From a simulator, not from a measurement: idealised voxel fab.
The process module that follows is named voxel gate over fins.
Shown is cross-section cut, with a width of 300 nm and square cells of size 5 nm.
Each cross-section below is a grid of square cells, stated as bands in top-down order, with one or more rows of cells making up each band.
This entry defines a band. It first specifies the height of the band's top and the height of its bottom in nm, and then specifies the band's materials from left to right, stating each material with its width in nm. The word "edge to edge" identifies a single material that fills the band from edge to edge, while the word "empty" identifies empty space.
Height reference: 0 = level under which incoming wafer is all one material. Lowest band: no bottom, runs on downward, e.g. "0..down".
Width spec "30->40" -> top row of cells at first value, bottom row at second value, equal per-row change in between.
Where a step carries "no modifications", the cross-section came out of it unchanged, cell for cell.
The list in "Cavities, sealed" covers empty spaces of 8 cells or more that cannot reach the top through any open way, and it gives each as width x height at distance; the distance is from the left edge, and width, height and distance are in nm.
Post-settings text on a step line: simulator's own remark regarding the step.
overlay nm: right-of-plan distance of the mask on a masked step; negative values mean left-of-plan.

[List of planned process steps]
1 RECEIVE,material Si
2 CONFORMAL_DEP,material SiN,thk nm 10
3 PATTERN,tone cover,mask id FINS,material resist,width nm 15,pitch nm 45,thk nm 20,overlay nm 0
4 DIRECTIONAL_ETCH,etch materials SiN,depth nm 10
5 DIRECTIONAL_ETCH,etch materials Si,depth nm 40
6 STRIP,etch materials resist
7 OXIDIZE,depth nm 5
8 FILL_DEP,material SiO2,thk nm 5
9 CMP,height nm 10
10 SELECTIVE_ETCH,etch materials SiO2,depth nm 20
11 STRIP,etch materials SiN
12 CONFORMAL_DEP,material HfO2,thk nm 5
13 CONFORMAL_DEP,material TiN,thk nm 5
14 CONFORMAL_DEP,material TiAl,thk nm 5
15 CONFORMAL_DEP,material TiN,thk nm 5
16 FILL_DEP,material W,thk nm 10
17 CMP,height nm 25
18 CONFORMAL_DEP,material SiN,thk nm 5

[Wafer as received: cross-section following step 1]
	0..down: Si edge to edge
	Cavities, sealed: none

[Cross-section: first of two wafers, module finished, run according to plan]
	30..25: SiN edge to edge
	25..20: W edge to edge
	20..15: 105 nm W, then 90 nm TiN, then 105 nm W
	15..10: 105 nm W, then 5 nm TiN, then 35 nm TiAl, then 10 nm TiN, then 35 nm TiAl, then 5 nm TiN, then 105 nm W
	10..5: 110 nm TiN, then 5 nm TiAl, then 25 nm TiN, then 5 nm TiAl, then 10 nm TiN, then 5 nm TiAl, then 25 nm TiN, then 5 nm TiAl, then 110 nm TiN
	5..0: 115 nm TiAl, then 5 nm TiN, then 15 nm HfO2, then 5 nm TiN, then 20 nm TiAl, then 5 nm TiN, then 15 nm HfO2, then 5 nm TiN, then 115 nm TiAl
	0..-5: 120 nm TiN, then 5 nm HfO2, then 5 nm Si, then 5 nm HfO2, then 30 nm TiN, then 5 nm HfO2, then 5 nm Si, then 5 nm HfO2, then 120 nm TiN
	-5..-10: 125 nm HfO2, then 5 nm Si, then 40 nm HfO2, then 5 nm Si, then 125 nm HfO2
	-10..-45: 125 nm SiO2, then 5 nm Si, then 40 nm SiO2, then 5 nm Si, then 125 nm SiO2
	-45..down: Si edge to edge
	Cavities, sealed: none

[Second of two wafers, module complete, sectioned: it shares the first wafer's start and plan but was run with one mistake]
	30..25: SiN edge to edge
	25..20: W edge to edge
	20..15: 105 nm W, then 90 nm TiN, then 105 nm W
	15..10: 105 nm W, then 5 nm TiN, then 35 nm TiAl, then 10 nm TiN, then 35 nm TiAl, then 5 nm TiN, then 105 nm W
	10..5: 110 nm TiN, then 5 nm TiAl, then 25 nm TiN, then 5 nm TiAl, then 10 nm TiN, then 5 nm TiAl, then 25 nm TiN, then 5 nm TiAl, then 110 nm TiN
	5..0: 115 nm TiAl, then 5 nm TiN, then 15 nm HfO2, then 5 nm TiN, then 5 nm TiAl, then 10 nm TiN, then 5 nm TiAl, then 5 nm TiN, then 15 nm HfO2, then 5 nm TiN, then 115 nm TiAl
	0..-5: 110 nm TiN, then 5 nm TiAl, then 5 nm TiN, then 5 nm HfO2, then 5 nm Si, then 5 nm HfO2, then 5 nm TiN, then 5 nm TiAl, then 10 nm TiN, then 5 nm TiAl, then 5 nm TiN, then 5 nm HfO2, then 5 nm Si, then 5 nm HfO2, then 5 nm TiN, then 5 nm TiAl, then 110 nm TiN
	-5..-10: 105 nm HfO2, then 5 nm TiN, then 5 nm TiAl, then 5 nm TiN, then 5 nm HfO2, then 5 nm Si, then 5 nm HfO2, then 5 nm TiN, then 20 nm TiAl, then 5 nm TiN, then 5 nm HfO2, then 5 nm Si, then 5 nm HfO2, then 5 nm TiN, then 5 nm TiAl, then 5 nm TiN, then 105 nm HfO2
	-10..-15: 100 nm SiO2, then 5 nm HfO2, then 15 nm TiN, then 5 nm HfO2, then 5 nm Si, then 5 nm HfO2, then 30 nm TiN, then 5 nm HfO2, then 5 nm Si, then 5 nm HfO2, then 15 nm TiN, then 5 nm HfO2, then 100 nm SiO2
	-15..-20: 100 nm SiO2, then 25 nm HfO2, then 5 nm Si, then 40 nm HfO2, then 5 nm Si, then 25 nm HfO2, then 100 nm SiO2
	-20..-45: 125 nm SiO2, then 5 nm Si, then 40 nm SiO2, then 5 nm Si, then 125 nm SiO2
	-45..down: Si edge to edge
	Cavities, sealed: none
Want to know what went wrong? steps 10 and 11 were swapped
Once processing is complete, comparing cell counts shows that the second wafer has more or fewer of certain materials than the first: 12 more of HfO2 | 36 fewer of SiO2 | 8 more of TiAl | 16 more of TiN
